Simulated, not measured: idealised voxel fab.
process module | voxel air gaps
It is cross-section cut that appears here, measuring 260 nm in width, its square cells being 5 nm in size.
Bands, listed from the top down, are how a cross-section gets written in this document; the cross-section itself is a grid of square cells, and a band is one or more rows of them.
Quick guide to a band line: top height, bottom height (nm) up front; then every material left to right with its width in nm. Only one material and it's marked "edge to edge"? Then it fills the band edge to edge. And "air" just means empty space.
Zero point of the height axis is 0; under it, received wafer = one material. Lowest band: continues down indefinitely, "from 0 down".
Width spec "30->40" -> top row of cells at first value, bottom row at second value, equal per-row change in between.
You'll sometimes find "nothing got changed" written for a step, and that's the way of saying that nowhere in the cross-section did a cell change during that step.
Look at "Enclosed internal cavities" for the closed voids: empty spaces with no open path to the top, sized 8 cells or up. Each is width x height at distance, distance from the left edge, all nm.
Text after the settings on a step's line: the simulator's own remark on that step.
overlay nm: step with mask; distance mask lay right of planned place; negative value = left of planned place.

[Here's what the planned process steps look like]
1: RECEIVE with material Si
2: CONFORMAL_DEP with material SiO2, thk nm 10
3: CONFORMAL_DEP with material SiCN, thk nm 5
4: DIRECTIONAL_DEP with material SiO2, thk nm 35
5: DIRECTIONAL_DEP with material aC, thk nm 15
6: PATTERN with tone open, mask id LINES, material resist, width nm 25, pitch nm 50, thk nm 35, overlay nm 0
7: DIRECTIONAL_ETCH with etch materials aC, depth nm 15
8: STRIP with etch materials resist
9: DIRECTIONAL_ETCH with etch materials SiO2, depth nm 35
10: STRIP with etch materials aC
11: CONFORMAL_DEP with material TiN, thk nm 5
12: FILL_DEP with material W, thk nm 10
13: CMP with height nm 50
14: EPI with material Ru, thk nm 10
15: SELECTIVE_ETCH with etch materials SiO2, depth nm 45
16: CONFORMAL_DEP with material SiCN, thk nm 5

[as received, after step 1]
from 0 down = Si edge to edge
Enclosed internal cavities: none

[Wafer cross-section at module end: first of two, run to plan]
from 65 to 60 = air=25; SiCN=205; air=30
from 60 to 50 = air=25; SiCN=5; Ru=45; SiCN=5; Ru=45; SiCN=5; Ru=45; SiCN=5; Ru=45; SiCN=5; air=30
from 50 to 45 = air=25; SiCN=15; TiN=5; W=15; TiN=5; SiCN=25; TiN=5; W=15; TiN=5; SiCN=25; TiN=5; W=15; TiN=5; SiCN=25; TiN=5; W=15; TiN=5; SiCN=15; air=30
from 45 to 20 = air=35; SiCN=5; TiN=5; W=15; TiN=5; SiCN=5; air=15; SiCN=5; TiN=5; W=15; TiN=5; SiCN=5; air=15; SiCN=5; TiN=5; W=15; TiN=5; SiCN=5; air=15; SiCN=5; TiN=5; W=15; TiN=5; SiCN=5; air=40
from 20 to 15 = SiCN=40; TiN=25; SiCN=25; TiN=25; SiCN=25; TiN=25; SiCN=25; TiN=25; SiCN=45
from 15 to 10 = SiCN edge to edge
from 10 to 0 = SiO2 edge to edge
from 0 down = Si edge to edge
Enclosed internal cavities: 15 x 25 at 70; 15 x 25 at 120; 15 x 25 at 170

[Wafer two (of two), end-of-module cross-section: start = wafer one, plan = wafer one, one run mistake]
from 65 to 60 = SiCN edge to edge
from 60 to 50 = Ru=50; SiCN=5; Ru=45; SiCN=5; Ru=45; SiCN=5; Ru=45; SiCN=5; Ru=55
from 50 to 45 = W=35; TiN=5; SiCN=25; TiN=5; W=15; TiN=5; SiCN=25; TiN=5; W=15; TiN=5; SiCN=25; TiN=5; W=15; TiN=5; SiCN=25; TiN=5; W=40
from 45 to 20 = W=35; TiN=5; SiCN=5; air=15; SiCN=5; TiN=5; W=15; TiN=5; SiCN=5; air=15; SiCN=5; TiN=5; W=15; TiN=5; SiCN=5; air=15; SiCN=5; TiN=5; W=15; TiN=5; SiCN=5; air=15; SiCN=5; TiN=5; W=40
from 20 to 15 = TiN=40; SiCN=25; TiN=25; SiCN=25; TiN=25; SiCN=25; TiN=25; SiCN=25; TiN=45
from 15 to 10 = SiCN edge to edge
from 10 to 0 = SiO2 edge to edge
from 0 down = Si edge to edge
Enclosed internal cavities: 15 x 25 at 45; 15 x 25 at 95; 15 x 25 at 145; 15 x 25 at 195
What was the processing mistake? step 6 went in with a setting other than planned; the actual run was PATTERN with tone cover, mask id LINES, material resist, width nm 25, pitch nm 50, thk nm 35, overlay nm 0
Final difference in cells, second wafer against first, listed per material as more or fewer: +24 Ru; -4 SiCN; +12 TiN; +72 W
Ultimately, the number of closed voids is 3 in the first wafer and 4 in the second wafer.
